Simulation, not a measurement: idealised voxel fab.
Title: Process Module voxel wiring stack
The figure presents cross-section cut, which has a width of 245 nm and is divided into square cells with an edge length of 5 nm.
We lay out every cross-section as a grid of square cells and spell it out in bands from the top down, where one band means one or more rows of cells. This entry defines a band. It first specifies the height of the band's top and the height of its bottom in nm, and then specifies the band's materials from left to right, stating each material with its width in nm. The word "edge to edge" identifies a single material that fills the band from edge to edge, while the word "air" identifies empty space. Heights are expressed relative to 0, this being the level below which the as-received wafer comprises one material exclusively. The lowest band is unbounded in the downward direction and is denoted as in "0..down". Think of "30 to 40" as a width that walks from the first number to the second as you go down the band, top row to bottom row, taking equal-sized steps from row to row. Step marked "remained the same"? Then no cell in the cross-section changed in it. "Trapped cavities" - sealed voids, min. 8 cells, no opening to top; format: width x height at distance (distance from left edge; nm throughout). Post-settings text on a step line: simulator's own remark regarding the step. overlay nm, on a step with a mask: how far to the right of its planned place the mask lay; to the left if negative.
The process steps that were planned are listed below
1. RECEIVE, material Si
2. CONFORMAL_DEP, material SiO2, thk nm 15
3. DIRECTIONAL_DEP, material TiN, thk nm 5
4. DIRECTIONAL_DEP, material Ru, thk nm 15
5. DIRECTIONAL_DEP, material aC, thk nm 15
6. PATTERN, tone cover, mask id METAL_1, material resist, width nm 30, pitch nm 50, thk nm 30, overlay nm 0
7. DIRECTIONAL_ETCH, etch materials aC, depth nm 15
8. STRIP, etch materials resist
9. DIRECTIONAL_ETCH, etch materials Ru, depth nm 15
10. DIRECTIONAL_ETCH, etch materials TiN, depth nm 5
11. STRIP, etch materials aC
12. FILL_DEP, material SiO2, thk nm 5
13. CMP, height nm 35
14. CONFORMAL_DEP, material SiCN, thk nm 5
15. DIRECTIONAL_DEP, material lowk, thk nm 30
16. PATTERN, tone open, mask id METAL_2, material resist, width nm 30, pitch nm 50, thk nm 15, overlay nm 0
17. DIRECTIONAL_ETCH, etch materials lowk, depth nm 15
18. STRIP, etch materials resist
19. PATTERN, tone open, mask id METAL_2_HOLES, material resist, width nm 15, pitch nm 50, thk nm 15, overlay nm 0
20. DIRECTIONAL_ETCH, etch materials lowk, depth nm 15
21. DIRECTIONAL_ETCH, etch materials SiCN, depth nm 5
22. STRIP, etch materials resist
23. CONFORMAL_DEP, material TiN, thk nm 5
24. FILL_DEP, material Cu, thk nm 10
25. CMP, height nm 70
26. CONFORMAL_DEP, material SiCN, thk nm 5
27. DIRECTIONAL_DEP, material lowk, thk nm 30
28. PATTERN, tone open, mask id METAL_3, material resist, width nm 30, pitch nm 50, thk nm 20, overlay nm 0
29. DIRECTIONAL_ETCH, etch materials lowk, depth nm 15
30. STRIP, etch materials resist
31. PATTERN, tone open, mask id METAL_3_HOLES, material resist, width nm 15, thk nm 15, overlay nm 0
32. DIRECTIONAL_ETCH, etch materials lowk, depth nm 15
33. DIRECTIONAL_ETCH, etch materials SiCN, depth nm 5
34. STRIP, etch materials resist
35. CONFORMAL_DEP, material TiN, thk nm 5
36. FILL_DEP, material Cu, thk nm 10
37. CMP, height nm 105
38. CONFORMAL_DEP, material SiN, thk nm 5
Wafer as received: cross-section following step 1
    0..down = Si edge to edge
    Trapped cavities: none
End state of the module in cross-section, given the above starting point and plan and one mistake in execution
    110..105 = SiN edge to edge
    105..90 = lowk 80, TiN 5, Cu 5, TiN 5, lowk 150
    90..85 = SiCN 80, TiN 15, SiCN 150
    85..75 = Cu edge to edge
    75..70 = TiN 85, Cu 20, TiN 30, Cu 20, TiN 90
    70..60 = lowk 80, TiN 5, Cu 20, TiN 5, lowk 20, TiN 5, Cu 20, TiN 5, lowk 85
    60..55 = lowk 80, TiN 5, Cu 5, TiN 20, lowk 20, TiN 5, Cu 5, TiN 20, lowk 85
    55..40 = lowk 80, TiN 5, Cu 5, TiN 5, lowk 35, TiN 5, Cu 5, TiN 5, lowk 100
    40..35 = SiCN 80, TiN 15, SiCN 35, TiN 15, SiCN 100
    35..20 = SiO2 80, Ru 30, SiO2 20, Ru 30, SiO2 85
    20..15 = SiO2 80, TiN 30, SiO2 20, TiN 30, SiO2 85
    15..0 = SiO2 edge to edge
    0..down = Si edge to edge
    Trapped cavities: none
Misprocessing identified: it should be noted that step 25 of the plan was omitted and was not performed
